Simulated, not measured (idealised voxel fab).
Presented below is a process module, voxel fin reveal.
Square cell edge 5 nm, section width 265 nm, ID cut.
Heads up, the way a cross-section reads in here is a grid of square cells, handed over as bands from the top down, with every band being one or more rows of cells.
Top, bottom (nm), then materials left to right with widths (nm); lone material tagged "all across" fills the whole band edge to edge; "empty" = empty space.
Basically, 0 is our baseline, since under it the wafer straight out of the box is all one material. The bottom band has no lower end and keeps on going down, so it looks like "0 and below".
Graded width ("30..40"): value in top row of band = first number; value in bottom row = second number; row-to-row change constant.
Given "nothing was modified" for a step, no cell of the cross-section differs between before and after that step.
Heads up: "Internal closed voids" only lists the empty pockets with no open path to the top that are 8 cells or more, and it writes them as width x height at distance, distance from the left edge, in nm.
Heads up: the bit after the settings on a step's line is the simulator's remark on that step.
overlay nm: right-of-plan distance of the mask on a masked step; negative values mean left-of-plan.
**Listed below are the process steps as planned**
1: RECEIVE | material Si
2: CONFORMAL_DEP | material SiN | thk nm 5
3: PATTERN | tone cover | mask id FINS | material resist | width nm 15 | pitch nm 45 | thk nm 15 | overlay nm 0
4: DIRECTIONAL_ETCH | etch materials SiN | depth nm 5
5: DIRECTIONAL_ETCH | etch materials Si | depth nm 30
6: STRIP | etch materials resist
7: OXIDIZE | depth nm 5
8: FILL_DEP | material SiO2 | thk nm 15
9: CMP | height nm 5
10: SELECTIVE_ETCH | etch materials SiO2 | depth nm 15
11: STRIP | etch materials SiN
12: CONFORMAL_DEP | material SiO2 | thk nm 5
**So this is the incoming wafer in cross-section - it's already been through step 1**
- 0 and below: Si all across
- Internal closed voids: none
**The first of the two wafers as seen in cross-section once the module was finished; processing followed the plan**
- 5 down to 0: 55 nm empty / 15 nm SiO2 / 30 nm empty / 15 nm SiO2 / 30 nm empty / 15 nm SiO2 / 30 nm empty / 15 nm SiO2 / 60 nm empty
- 0 down to -5: 55 nm empty / 5 nm SiO2 / 5 nm Si / 5 nm SiO2 / 30 nm empty / 5 nm SiO2 / 5 nm Si / 5 nm SiO2 / 30 nm empty / 5 nm SiO2 / 5 nm Si / 5 nm SiO2 / 30 nm empty / 5 nm SiO2 / 5 nm Si / 5 nm SiO2 / 60 nm empty
- -5 down to -35: 60 nm SiO2 / 5 nm Si / 40 nm SiO2 / 5 nm Si / 40 nm SiO2 / 5 nm Si / 40 nm SiO2 / 5 nm Si / 65 nm SiO2
- -35 and below: Si all across
- Internal closed voids: none
**Same start, same plan as the first wafer - but one mistake in the run. Cross-section of the second of the two at the end of the module**
- 5 down to 0: 55 nm empty / 15 nm SiO2 / 30 nm empty / 15 nm SiO2 / 30 nm empty / 15 nm SiO2 / 30 nm empty / 15 nm SiO2 / 60 nm empty
- 0 down to -5: 55 nm empty / 5 nm SiO2 / 5 nm Si / 5 nm SiO2 / 30 nm empty / 5 nm SiO2 / 5 nm Si / 5 nm SiO2 / 30 nm empty / 5 nm SiO2 / 5 nm Si / 5 nm SiO2 / 30 nm empty / 5 nm SiO2 / 5 nm Si / 5 nm SiO2 / 60 nm empty
- -5 down to -10: 45 nm SiO2 / 10 nm empty / 5 nm SiO2 / 5 nm Si / 5 nm SiO2 / 30 nm empty / 5 nm SiO2 / 5 nm Si / 5 nm SiO2 / 30 nm empty / 5 nm SiO2 / 5 nm Si / 5 nm SiO2 / 30 nm empty / 5 nm SiO2 / 5 nm Si / 5 nm SiO2 / 10 nm empty / 50 nm SiO2
- -10 down to -35: 60 nm SiO2 / 5 nm Si / 40 nm SiO2 / 5 nm Si / 40 nm SiO2 / 5 nm Si / 40 nm SiO2 / 5 nm Si / 65 nm SiO2
- -35 and below: Si all across
- Internal closed voids: none
Run error: sequence error: steps 10 and 11 interchanged
Final difference in cells, second wafer against first, listed per material as more or fewer: 22 fewer of SiO2
